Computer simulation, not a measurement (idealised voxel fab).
You're looking at the process module voxel spacer lines.
Cross-section cut: width 230 nm, square cells of 5 nm.
Think of the cross-section as a grid of square cells. We describe it in bands, top to bottom, and each band covers one or more rows of those cells. Read a band's entry like this: the first values are the height of its top and the height of its bottom in nm, and what follows is the sequence of materials from left to right, each with its width in nm. Note that "blank" is empty space, and that a single material marked "all across" reaches across the band from edge to edge. Basically, 0 is our baseline, since under it the wafer straight out of the box is all one material. The bottom band has no lower end and keeps on going down, so it looks like "0 and below". So if you see something like "30..40" for the width, read it as the top row of the band sitting at the first number and the bottom row at the second, with every row in between moving by the same amount as the last. Where the words "left unchanged" appear for a step, the cross-section shows no cell changed by that step; every cell remained as before. So "Closed internal voids" is basically the list of trapped voids: any empty space of 8 cells or more that can't reach the top through an opening. They're written width x height at distance, the distance being from the left edge, and it's all nm. That trailing text on a step's line, after the settings, is the simulator's own remark on the step. The "overlay nm" setting may appear on a step's line; for a step that uses a mask, it gives how far to the right of its planned position the mask lay, and a negative value indicates the left.

### List of planned process steps
- 1: RECEIVE (material Si)
- 2: CONFORMAL_DEP (material SiO2; thk nm 5)
- 3: DIRECTIONAL_DEP (material polySi; thk nm 10)
- 4: DIRECTIONAL_DEP (material aC; thk nm 20)
- 5: PATTERN (tone cover; mask id MANDREL; material resist; width nm 15; pitch nm 70; thk nm 25; overlay nm 0)
- 6: DIRECTIONAL_ETCH (etch materials aC; depth nm 20)
- 7: STRIP (etch materials resist)
- 8: CONFORMAL_DEP (material SiN; thk nm 15)
- 9: DIRECTIONAL_ETCH (etch materials SiN; depth nm 15)
- 10: STRIP (etch materials aC)
- 11: DIRECTIONAL_ETCH (etch materials polySi; depth nm 10)
- 12: STRIP (etch materials SiN)
- 13: FILL_DEP (material lowk; thk nm 10)
- 14: CMP (height nm 15)
For this document, wafers share an identical start and vary in the step 5 width nm; the plan quotes the first wafer's value.

### This is how the first of several wafers looked in cross-section when it arrived, which is after step 1
* 0 and below = Si all across
* Closed internal voids: none

### Module end state after final step 14: cross-section of the first of several wafers
* 15 down to 5 = lowk: 60 | polySi: 15 | lowk: 15 | polySi: 15 | lowk: 25 | polySi: 15 | lowk: 15 | polySi: 15 | lowk: 55
* 5 down to 0 = SiO2 all across
* 0 and below = Si all across
* Closed internal voids: none

### So this is the cross-section on the last wafer at the end of the module
* 15 down to 5 = lowk: 50 | polySi: 15 | lowk: 35 | polySi: 15 | lowk: 5 | polySi: 15 | lowk: 35 | polySi: 15 | lowk: 45
* 5 down to 0 = SiO2 all across
* 0 and below = Si all across
* Closed internal voids: none

### Below, a row for every wafer. Read it as the end-of-module picture: for each material the wafer shows its cells gained (+) or lost (-) since it was received, and then its closed voids
width nm 15, +46 SiO2, +68 lowk, +24 polySi, Closed internal voids: none
width nm 20, +46 SiO2, +68 lowk, +24 polySi, Closed internal voids: none
width nm 25, +46 SiO2, +68 lowk, +24 polySi, Closed internal voids: none
width nm 30, +46 SiO2, +68 lowk, +24 polySi, Closed internal voids: none
width nm 35, +46 SiO2, +68 lowk, +24 polySi, Closed internal voids: none
